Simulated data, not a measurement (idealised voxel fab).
The following is a process module called voxel gate over fins.
Xsec cut, 190 nm wide, square cell size 5 nm.
If you're reading a cross-section in this doc, picture square cells in a grid; it comes to you as bands, top ones listed first down to the bottom, and a band can be one or more rows of cells.
Basically the band line says how high the top is and how high the bottom is, in nm, and then what's in it from left to right, every material with its width in nm. Empty space shows up as "empty", and if a single material carries "all across" it runs the full band edge to edge.
Note: height 0 marks the level under which the wafer is uniformly one material as received. Lowest band unbounded below, written "from 0 down".
The width entry "30->40" should be interpreted row by row: the top row of cells in the band takes the first number, the bottom row takes the second number, and the change between adjacent rows is uniform throughout.
For the purposes of this document, the phrase "nothing altered" attached to a step denotes that no cell within the cross-section was modified by that step.
Entry "Closed voids list" = empty spaces >= 8 cells with no open way to the top; each as width x height at distance, distance from left edge, all nm.
Where a step's line continues beyond its settings, the continuation is a remark by the simulator itself on that step.
overlay nm: on a step with a mask, how far right of its planned place the mask lay; negative means left.

Below is the list of planned process steps:
| 1 | RECEIVE,material Si |
| 2 | CONFORMAL_DEP,material SiN,thk nm 5 |
| 3 | DIRECTIONAL_DEP,material aC,thk nm 15 |
| 4 | PATTERN,tone cover,mask id FINS,material resist,width nm 15,pitch nm 40,thk nm 30,overlay nm 0 |
| 5 | DIRECTIONAL_ETCH,etch materials aC,depth nm 15 |
| 6 | STRIP,etch materials resist |
| 7 | DIRECTIONAL_ETCH,etch materials SiN,depth nm 5 |
| 8 | DIRECTIONAL_ETCH,etch materials Si,depth nm 35 |
| 9 | STRIP,etch materials aC |
| 10 | FILL_DEP,material SiO2,thk nm 15 |
| 11 | CMP,height nm 5 |
| 12 | SELECTIVE_ETCH,etch materials SiO2,depth nm 15 |
| 13 | STRIP,etch materials SiN |
| 14 | CONFORMAL_DEP,material HfO2,thk nm 5 |
| 15 | CONFORMAL_DEP,material TiN,thk nm 5 |
| 16 | FILL_DEP,material W,thk nm 15 |
| 17 | CMP,height nm 20 |
| 18 | CONFORMAL_DEP,material SiN,thk nm 10 |

This is the cross-section of the wafer as we received it, i.e. after step 1:
  from 0 down: Si all across
  Closed voids list: none

End-of-module XS, first of two wafers, run as planned:
  from 30 to 20: SiN all across
  from 20 to 10: W all across
  from 10 to 5: W 55 nm / TiN 35 nm / W 5 nm / TiN 35 nm / W 60 nm
  from 5 to 0: W 55 nm / TiN 5 nm / HfO2 25 nm / TiN 5 nm / W 5 nm / TiN 5 nm / HfO2 25 nm / TiN 5 nm / W 60 nm
  from 0 to -5: TiN 60 nm / HfO2 5 nm / Si 15 nm / HfO2 5 nm / TiN 15 nm / HfO2 5 nm / Si 15 nm / HfO2 5 nm / TiN 65 nm
  from -5 to -10: HfO2 65 nm / Si 15 nm / HfO2 25 nm / Si 15 nm / HfO2 70 nm
  from -10 to -35: SiO2 65 nm / Si 15 nm / SiO2 25 nm / Si 15 nm / SiO2 70 nm
  from -35 down: Si all across
  Closed voids list: none

Wafer two (of two), end-of-module cross-section: start = wafer one, plan = wafer one, one run mistake:
  from 30 to 20: SiN all across
  from 20 to 10: W all across
  from 10 to 5: W 55 nm / TiN 35 nm / W 5 nm / TiN 35 nm / W 60 nm
  from 5 to 0: W 55 nm / TiN 5 nm / HfO2 25 nm / TiN 5 nm / W 5 nm / TiN 5 nm / HfO2 25 nm / TiN 5 nm / W 60 nm
  from 0 to -5: TiN 60 nm / HfO2 5 nm / Si 15 nm / HfO2 5 nm / TiN 15 nm / HfO2 5 nm / Si 15 nm / HfO2 5 nm / TiN 65 nm
  from -5 to -10: HfO2 65 nm / Si 15 nm / HfO2 25 nm / Si 15 nm / HfO2 70 nm
  from -10 to -45: SiO2 65 nm / Si 15 nm / SiO2 25 nm / Si 15 nm / SiO2 70 nm
  from -45 down: Si all across
  Closed voids list: none
Run error: step 8 went in with a setting other than planned; the actual run was DIRECTIONAL_ETCH,etch materials Si,depth nm 45
Counted in cells at the end, the second wafer holds more or fewer of these materials than the first: Si: 64 fewer, SiO2: 64 more
